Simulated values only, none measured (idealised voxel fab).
Name of the process module below: voxel gate over fins
Section cut is 220 nm wide and gridded with 5 nm square cells.
A cross-section in this document is a grid of square cells, and it is written down as bands, the top band listed before the ones below it; a band is made up of one or more rows of cells.
In this notation a band is specified by the heights of its top and bottom, in that order and in nm, after which its materials appear from left to right, each paired with its width in nm. The word "everywhere" attached to a single material means that material fills the band from edge to edge; the word "blank" stands for empty space.
Heights are reckoned from 0. Under this level, the received wafer is all of one material. The bottommost band is open-ended downward, for example "top 0, no bottom".
Width "30 to 40": first value at the band's top row of cells, second value at its bottom row, equal change from row to row.
Key: "same as before" - step with no changed cell in the cross-section.
"Voids, enclosed" enumerates empty spaces isolated from the top, with no open way to it, that contain at least 8 cells, giving each as width x height at distance from the left edge, all three in nm.
Anything after a step's settings on that line? It's the simulator's own note about the step.
overlay nm: where the mask lay relative to plan, measured to the right, on steps with a mask; negatives go left.

PLAN
- 1: RECEIVE | material Si
- 2: CONFORMAL_DEP | material SiN | thk nm 5
- 3: DIRECTIONAL_DEP | material aC | thk nm 15
- 4: PATTERN | tone cover | mask id FINS | material resist | width nm 15 | pitch nm 45 | thk nm 30 | overlay nm 0
- 5: DIRECTIONAL_ETCH | etch materials aC | depth nm 15
- 6: STRIP | etch materials resist
- 7: DIRECTIONAL_ETCH | etch materials SiN | depth nm 5
- 8: DIRECTIONAL_ETCH | etch materials Si | depth nm 40
- 9: STRIP | etch materials aC
- 10: OXIDIZE | depth nm 5
- 11: FILL_DEP | material SiO2 | thk nm 10
- 12: CMP | height nm 5
- 13: SELECTIVE_ETCH | etch materials SiO2 | depth nm 20
- 14: STRIP | etch materials SiN
- 15: CONFORMAL_DEP | material HfO2 | thk nm 5
- 16: CONFORMAL_DEP | material TiN | thk nm 5
- 17: FILL_DEP | material W | thk nm 15
- 18: CMP | height nm 20
- 19: CONFORMAL_DEP | material SiCN | thk nm 5

ACCOUNT OF THE FIRST OF TWO WAFERS, WHICH WAS PROCESSED AS INTENDED

CROSS-SECTION OF THE WAFER AT RECEIPT, WHICH IS THE CONDITION AFTER STEP 1
    top 0, no bottom: Si everywhere
    Voids, enclosed: none

THE WAFER, SEEN IN CROSS-SECTION, AFTER STEP 2
    top 5, bottom 0: SiN everywhere
    below 0: unchanged

THE WAFER, SEEN IN CROSS-SECTION, AFTER STEP 3
    top 20, bottom 5: aC everywhere
    below 5: unchanged

THE WAFER, SEEN IN CROSS-SECTION, AFTER STEP 4
    top 50, bottom 20: blank: 55, resist: 15, blank: 30, resist: 15, blank: 30, resist: 15, blank: 60
    below 20: unchanged

THE WAFER, SEEN IN CROSS-SECTION, AFTER STEP 5
    top 35, bottom 20: blank: 55, resist: 15, blank: 30, resist: 15, blank: 30, resist: 15, blank: 60
    top 20, bottom 5: blank: 55, aC: 15, blank: 30, aC: 15, blank: 30, aC: 15, blank: 60
    below 5: unchanged

THE WAFER, SEEN IN CROSS-SECTION, AFTER STEP 6
    top 20, bottom 5: blank: 55, aC: 15, blank: 30, aC: 15, blank: 30, aC: 15, blank: 60
    below 5: unchanged

THE WAFER, SEEN IN CROSS-SECTION, AFTER STEP 7
    top 20, bottom 5: blank: 55, aC: 15, blank: 30, aC: 15, blank: 30, aC: 15, blank: 60
    top 5, bottom 0: blank: 55, SiN: 15, blank: 30, SiN: 15, blank: 30, SiN: 15, blank: 60
    below 0: unchanged

THE WAFER, SEEN IN CROSS-SECTION, AFTER STEP 8
    top 20, bottom 5: blank: 55, aC: 15, blank: 30, aC: 15, blank: 30, aC: 15, blank: 60
    top 5, bottom 0: blank: 55, SiN: 15, blank: 30, SiN: 15, blank: 30, SiN: 15, blank: 60
    top 0, bottom -40: blank: 55, Si: 15, blank: 30, Si: 15, blank: 30, Si: 15, blank: 60
    below -40: unchanged

THE WAFER, SEEN IN CROSS-SECTION, AFTER STEP 9
    top 5, bottom 0: blank: 55, SiN: 15, blank: 30, SiN: 15, blank: 30, SiN: 15, blank: 60
    below 0: unchanged

THE WAFER, SEEN IN CROSS-SECTION, AFTER STEP 10
    top 5, bottom 0: blank: 55, SiN: 15, blank: 30, SiN: 15, blank: 30, SiN: 15, blank: 60
    top 0, bottom -40: blank: 55, SiO2: 5, Si: 5, SiO2: 5, blank: 30, SiO2: 5, Si: 5, SiO2: 5, blank: 30, SiO2: 5, Si: 5, SiO2: 5, blank: 60
    top -40, bottom -45: SiO2: 60, Si: 5, SiO2: 40, Si: 5, SiO2: 40, Si: 5, SiO2: 65
    below -45: unchanged

THE WAFER, SEEN IN CROSS-SECTION, AFTER STEP 11
    top 15, bottom 5: SiO2 everywhere
    top 5, bottom 0: SiO2: 55, SiN: 15, SiO2: 30, SiN: 15, SiO2: 30, SiN: 15, SiO2: 60
    top 0, bottom -45: SiO2: 60, Si: 5, SiO2: 40, Si: 5, SiO2: 40, Si: 5, SiO2: 65
    below -45: unchanged

THE WAFER, SEEN IN CROSS-SECTION, AFTER STEP 12
    top 5, bottom 0: SiO2: 55, SiN: 15, SiO2: 30, SiN: 15, SiO2: 30, SiN: 15, SiO2: 60
    below 0: unchanged

THE WAFER, SEEN IN CROSS-SECTION, AFTER STEP 13
    top 5, bottom 0: blank: 55, SiN: 15, blank: 30, SiN: 15, blank: 30, SiN: 15, blank: 60
    top 0, bottom -15: blank: 60, Si: 5, blank: 40, Si: 5, blank: 40, Si: 5, blank: 65
    below -15: unchanged

THE WAFER, SEEN IN CROSS-SECTION, AFTER STEP 14
    top 0, bottom -15: blank: 60, Si: 5, blank: 40, Si: 5, blank: 40, Si: 5, blank: 65
    below -15: unchanged

THE WAFER, SEEN IN CROSS-SECTION, AFTER STEP 15
    top 5, bottom 0: blank: 55, HfO2: 15, blank: 30, HfO2: 15, blank: 30, HfO2: 15, blank: 60
    top 0, bottom -10: blank: 55, HfO2: 5, Si: 5, HfO2: 5, blank: 30, HfO2: 5, Si: 5, HfO2: 5, blank: 30, HfO2: 5, Si: 5, HfO2: 5, blank: 60
    top -10, bottom -15: HfO2: 60, Si: 5, HfO2: 40, Si: 5, HfO2: 40, Si: 5, HfO2: 65
    below -15: unchanged

THE WAFER, SEEN IN CROSS-SECTION, AFTER STEP 16
    top 10, bottom 5: blank: 50, TiN: 25, blank: 20, TiN: 25, blank: 20, TiN: 25, blank: 55
    top 5, bottom 0: blank: 50, TiN: 5, HfO2: 15, TiN: 5, blank: 20, TiN: 5, HfO2: 15, TiN: 5, blank: 20, TiN: 5, HfO2: 15, TiN: 5, blank: 55
    top 0, bottom -5: blank: 50, TiN: 5, HfO2: 5, Si: 5, HfO2: 5, TiN: 5, blank: 20, TiN: 5, HfO2: 5, Si: 5, HfO2: 5, TiN: 5, blank: 20, TiN: 5, HfO2: 5, Si: 5, HfO2: 5, TiN: 5, blank: 55
    top -5, bottom -10: TiN: 55, HfO2: 5, Si: 5, HfO2: 5, TiN: 30, HfO2: 5, Si: 5, HfO2: 5, TiN: 30, HfO2: 5, Si: 5, HfO2: 5, TiN: 60
    below -10: unchanged

THE WAFER, SEEN IN CROSS-SECTION, AFTER STEP 17
    top 25, bottom 10: W everywhere
    top 10, bottom 5: W: 50, TiN: 25, W: 20, TiN: 25, W: 20, TiN: 25, W: 55
    top 5, bottom 0: W: 50, TiN: 5, HfO2: 15, TiN: 5, W: 20, TiN: 5, HfO2: 15, TiN: 5, W: 20, TiN: 5, HfO2: 15, TiN: 5, W: 55
    top 0, bottom -5: W: 50, TiN: 5, HfO2: 5, Si: 5, HfO2: 5, TiN: 5, W: 20, TiN: 5, HfO2: 5, Si: 5, HfO2: 5, TiN: 5, W: 20, TiN: 5, HfO2: 5, Si: 5, HfO2: 5, TiN: 5, W: 55
    below -5: unchanged

THE WAFER, SEEN IN CROSS-SECTION, AFTER STEP 18
    top 20, bottom 10: W everywhere
    below 10: unchanged

THE WAFER, SEEN IN CROSS-SECTION, AFTER STEP 19
    top 25, bottom 20: SiCN everywhere
    below 20: unchanged

THE REMAINING WAFER, SECOND OF THE TWO, STARTED LIKE THE FIRST AND WAS RUN TO THE SAME PLAN, EXCEPT THAT ONE MISTAKE WAS MADE ALONG THE WAY; THE TWO COINCIDE THROUGH STEP 17, INCLUSIVE

CROSS-SECTION OF THE SECOND WAFER CORRESPONDING TO THE PLANNED CONCLUSION OF STEP 18
    top 10, bottom 5: W: 50, TiN: 25, W: 20, TiN: 25, W: 20, TiN: 25, W: 55
    below 5: unchanged

CROSS-SECTION OF THE SECOND WAFER CORRESPONDING TO THE PLANNED CONCLUSION OF STEP 19
    top 15, bottom 10: SiCN everywhere
    below 10: unchanged
In executing the process, a mistake was made relative to the plan: step 18 was not run as planned; what actually ran was CMP | height nm 10
End check, counted in cells, second wafer has more or fewer of these materials than the first: -88 W
